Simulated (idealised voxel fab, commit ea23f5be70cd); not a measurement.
You're looking at the process module voxel gate over fins.
Square cells of 5 nm make up the cross-section cut, whose width is 220 nm.
Bands, listed from the top down, are how a cross-section gets written in this document; the cross-section itself is a grid of square cells, and a band is one or more rows of them.
In this notation a band is specified by the heights of its top and bottom, in that order and in nm, after which its materials appear from left to right, each paired with its width in nm. The word "edge to edge" attached to a single material means that material fills the band from edge to edge; the word "air" stands for empty space.
Height datum 0, below which the as-received substrate wafer is one material. Lowest band open at the bottom, running downward: "0 down".
So if you see something like "30..40" for the width, read it as the top row of the band sitting at the first number and the bottom row at the second, with every row in between moving by the same amount as the last.
Reading "no modification" for a step: not a cell of the cross-section changed in it.
Entry "Enclosed cavity list". Content: empty spaces with no open connection to the top, size 8 cells or greater. Each: width x height at distance. Distance: from left edge. Unit: nm.
That trailing text on a step's line, after the settings, is the simulator's own remark on the step.
Each step line may optionally specify "overlay nm", which for a step with a mask gives the rightward distance between the mask's planned place and where it lay, a negative value indicating the leftward direction.
This section lists the process steps that were planned:
| 1 | RECEIVE: material Si |
| 2 | CONFORMAL_DEP: material SiN, thk nm 5 |
| 3 | DIRECTIONAL_DEP: material aC, thk nm 15 |
| 4 | PATTERN: tone cover, mask id FINS, material resist, width nm 15, pitch nm 45, thk nm 30, overlay nm -15 |
| 5 | DIRECTIONAL_ETCH: etch materials aC, depth nm 15 |
| 6 | STRIP: etch materials resist |
| 7 | DIRECTIONAL_ETCH: etch materials SiN, depth nm 5 |
| 8 | DIRECTIONAL_ETCH: etch materials Si, depth nm 40 |
| 9 | STRIP: etch materials aC |
| 10 | OXIDIZE: depth nm 5 |
| 11 | FILL_DEP: material SiO2, thk nm 10 |
| 12 | CMP: height nm 5 |
| 13 | SELECTIVE_ETCH: etch materials SiO2, depth nm 20 |
| 14 | STRIP: etch materials SiN |
| 15 | CONFORMAL_DEP: material HfO2, thk nm 5 |
| 16 | CONFORMAL_DEP: material TiN, thk nm 5 |
| 17 | FILL_DEP: material W, thk nm 15 |
| 18 | CMP: height nm 20 |
| 19 | CONFORMAL_DEP: material SiCN, thk nm 5 |
Keep in mind the plan's value for the overlay nm of step 4 comes from the first wafer; the wafers don't share that setting, but they do share the same starting point.
The first of several wafers, as received after step 1, seen in section:
	0 down = Si edge to edge
	Enclosed cavity list: none
The figure below presents a cross-section of the first of several wafers at the conclusion of the module, following its last step, step 19:
	25 to 20 = SiCN edge to edge
	20 to 10 = W edge to edge
	10 to 5 = W (35)  TiN (25)  W (20)  TiN (25)  W (20)  TiN (25)  W (70)
	5 to 0 = W (35)  TiN (5)  HfO2 (15)  TiN (5)  W (20)  TiN (5)  HfO2 (15)  TiN (5)  W (20)  TiN (5)  HfO2 (15)  TiN (5)  W (70)
	0 to -5 = W (35)  TiN (5)  HfO2 (5)  Si (5)  HfO2 (5)  TiN (5)  W (20)  TiN (5)  HfO2 (5)  Si (5)  HfO2 (5)  TiN (5)  W (20)  TiN (5)  HfO2 (5)  Si (5)  HfO2 (5)  TiN (5)  W (70)
	-5 to -10 = TiN (40)  HfO2 (5)  Si (5)  HfO2 (5)  TiN (30)  HfO2 (5)  Si (5)  HfO2 (5)  TiN (30)  HfO2 (5)  Si (5)  HfO2 (5)  TiN (75)
	-10 to -15 = HfO2 (45)  Si (5)  HfO2 (40)  Si (5)  HfO2 (40)  Si (5)  HfO2 (80)
	-15 to -45 = SiO2 (45)  Si (5)  SiO2 (40)  Si (5)  SiO2 (40)  Si (5)  SiO2 (80)
	-45 down = Si edge to edge
	Enclosed cavity list: none
Cross-sectional depiction of the last of several wafers upon completion of the module:
	25 to 20 = SiCN edge to edge
	20 to 10 = W edge to edge
	10 to 5 = W (65)  TiN (25)  W (20)  TiN (25)  W (20)  TiN (25)  W (40)
	5 to 0 = W (65)  TiN (5)  HfO2 (15)  TiN (5)  W (20)  TiN (5)  HfO2 (15)  TiN (5)  W (20)  TiN (5)  HfO2 (15)  TiN (5)  W (40)
	0 to -5 = W (65)  TiN (5)  HfO2 (5)  Si (5)  HfO2 (5)  TiN (5)  W (20)  TiN (5)  HfO2 (5)  Si (5)  HfO2 (5)  TiN (5)  W (20)  TiN (5)  HfO2 (5)  Si (5)  HfO2 (5)  TiN (5)  W (40)
	-5 to -10 = TiN (70)  HfO2 (5)  Si (5)  HfO2 (5)  TiN (30)  HfO2 (5)  Si (5)  HfO2 (5)  TiN (30)  HfO2 (5)  Si (5)  HfO2 (5)  TiN (45)
	-10 to -15 = HfO2 (75)  Si (5)  HfO2 (40)  Si (5)  HfO2 (40)  Si (5)  HfO2 (50)
	-15 to -45 = SiO2 (75)  Si (5)  SiO2 (40)  Si (5)  SiO2 (40)  Si (5)  SiO2 (50)
	-45 down = Si edge to edge
	Enclosed cavity list: none
What follows is a table in which each wafer occupies a row; for the wafer as it stands at the close of the module, the row states, material by material, how many cells have been gained (+) or lost (-) since receipt, and then gives its closed voids:
overlay nm -15, +62 HfO2, -369 Si, +44 SiCN, +246 SiO2, +62 TiN, +175 W, Enclosed cavity list: none
overlay nm -10, +62 HfO2, -369 Si, +44 SiCN, +246 SiO2, +62 TiN, +175 W, Enclosed cavity list: none
overlay nm -5, +62 HfO2, -369 Si, +44 SiCN, +246 SiO2, +62 TiN, +175 W, Enclosed cavity list: none
overlay nm 0, +62 HfO2, -369 Si, +44 SiCN, +246 SiO2, +62 TiN, +175 W, Enclosed cavity list: none
overlay nm 5, +62 HfO2, -369 Si, +44 SiCN, +246 SiO2, +62 TiN, +175 W, Enclosed cavity list: none
overlay nm 10, +62 HfO2, -369 Si, +44 SiCN, +246 SiO2, +62 TiN, +175 W, Enclosed cavity list: none
overlay nm 15, +62 HfO2, -369 Si, +44 SiCN, +246 SiO2, +62 TiN, +175 W, Enclosed cavity list: none
